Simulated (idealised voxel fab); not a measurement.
Process module in this document: voxel gate over fins
In the cross-section labelled cut, the width is 235 nm and each square cell is 5 nm.
Cross-section = grid of square cells, listed top down in bands; band = one or more rows.
Band entry format. Leading values: height of top, height of bottom, nm. Remainder: materials in left-to-right order, each with its width in nm. Special words: "all across" on a single material, which then fills the band edge to edge; "blank", empty space.
Heights are expressed relative to 0, this being the level below which the as-received wafer comprises one material exclusively. The lowest band is unbounded in the downward direction and is denoted as in "from 0 down".
The expression "30 to 40" gives the width at the extremes of the band, the first number at its top row of cells and the second at its bottom row, with the width changing by equal amounts from each row to the next in between.
"remained the same" (step): cross-section cells unchanged, all of them.
Voids not open to the top, 8 cells minimum: see "Sealed internal cavities". Written width x height at distance; distance is from the left edge; nm.
On each step's line, the part that comes after the settings is the simulator's own comment on the step.
Regarding "overlay nm": on a step with a mask, it is the distance the mask lay to the right of its planned place; a negative value places it to the left.
**Planned process steps**
1 RECEIVE: material Si
2 CONFORMAL_DEP: material SiN, thk nm 10
3 MASKED_ETCH: tone cover, mask id FINS, width nm 15, pitch nm 35, etch materials SiN, depth nm 10, overlay nm -15
4 MASKED_ETCH: tone cover, mask id FINS, width nm 15, pitch nm 35, etch materials Si, depth nm 35, overlay nm 0
5 FILL_DEP: material SiO2, thk nm 15
6 CMP: height nm 10
7 SELECTIVE_ETCH: etch materials SiO2, depth nm 20
8 STRIP: etch materials SiN
9 CONFORMAL_DEP: material HfO2, thk nm 5
10 CONFORMAL_DEP: material TiN, thk nm 5
11 FILL_DEP: material W, thk nm 15
12 CMP: height nm 20
13 CONFORMAL_DEP: material SiCN, thk nm 5
Wafers differ in overlay nm at step 3; plan lists the first wafer's value; identical starting state.
**Incoming state of the first of several wafers in cross-section: after step 1**
from 0 down = Si all across
Sealed internal cavities: none
**Cross-section of the first of several wafers, taken after step 13, where the module ends**
from 25 to 20 = SiCN all across
from 20 to 10 = W all across
from 10 to 5 = W 65  TiN 85  W 85
from 5 to 0 = W 65  TiN 5  HfO2 75  TiN 5  W 85
from 0 to -5 = TiN 70  HfO2 5  Si 30  HfO2 5  Si 30  HfO2 5  TiN 90
from -5 to -10 = HfO2 75  Si 30  HfO2 5  Si 30  HfO2 95
from -10 to -35 = SiO2 75  Si 30  SiO2 5  Si 30  SiO2 95
from -35 down = Si all across
Sealed internal cavities: none
**Of the several wafers, the last: cross-section at the end of the module**
from 25 to 20 = SiCN all across
from 20 to 10 = W all across
from 10 to 5 = W 80  TiN 85  W 70
from 5 to 0 = W 80  TiN 5  HfO2 75  TiN 5  W 70
from 0 to -5 = TiN 85  HfO2 5  Si 30  HfO2 5  Si 30  HfO2 5  TiN 75
from -5 to -10 = HfO2 90  Si 30  HfO2 5  Si 30  HfO2 80
from -10 to -35 = SiO2 90  Si 30  SiO2 5  Si 30  SiO2 80
from -35 down = Si all across
Sealed internal cavities: none
**Below, a row for every wafer. Read it as the end-of-module picture: for each material the wafer shows its cells gained (+) or lost (-) since it was received, and then its closed voids**
overlay nm -15; +53 HfO2; -245 Si; +47 SiCN; +175 SiO2; +51 TiN; +154 W; Sealed internal cavities: none
overlay nm -10; +55 HfO2; -259 Si; +47 SiCN; +185 SiO2; +51 TiN; +156 W; Sealed internal cavities: none
overlay nm -5; +55 HfO2; -273 Si; +47 SiCN; +195 SiO2; +53 TiN; +158 W; Sealed internal cavities: none
overlay nm 0; +55 HfO2; -287 Si; +47 SiCN; +205 SiO2; +55 TiN; +160 W; Sealed internal cavities: none
overlay nm 5; +55 HfO2; -273 Si; +47 SiCN; +195 SiO2; +53 TiN; +158 W; Sealed internal cavities: none
overlay nm 10; +55 HfO2; -259 Si; +47 SiCN; +185 SiO2; +51 TiN; +156 W; Sealed internal cavities: none
overlay nm 15; +53 HfO2; -245 Si; +47 SiCN; +175 SiO2; +51 TiN; +154 W; Sealed internal cavities: none
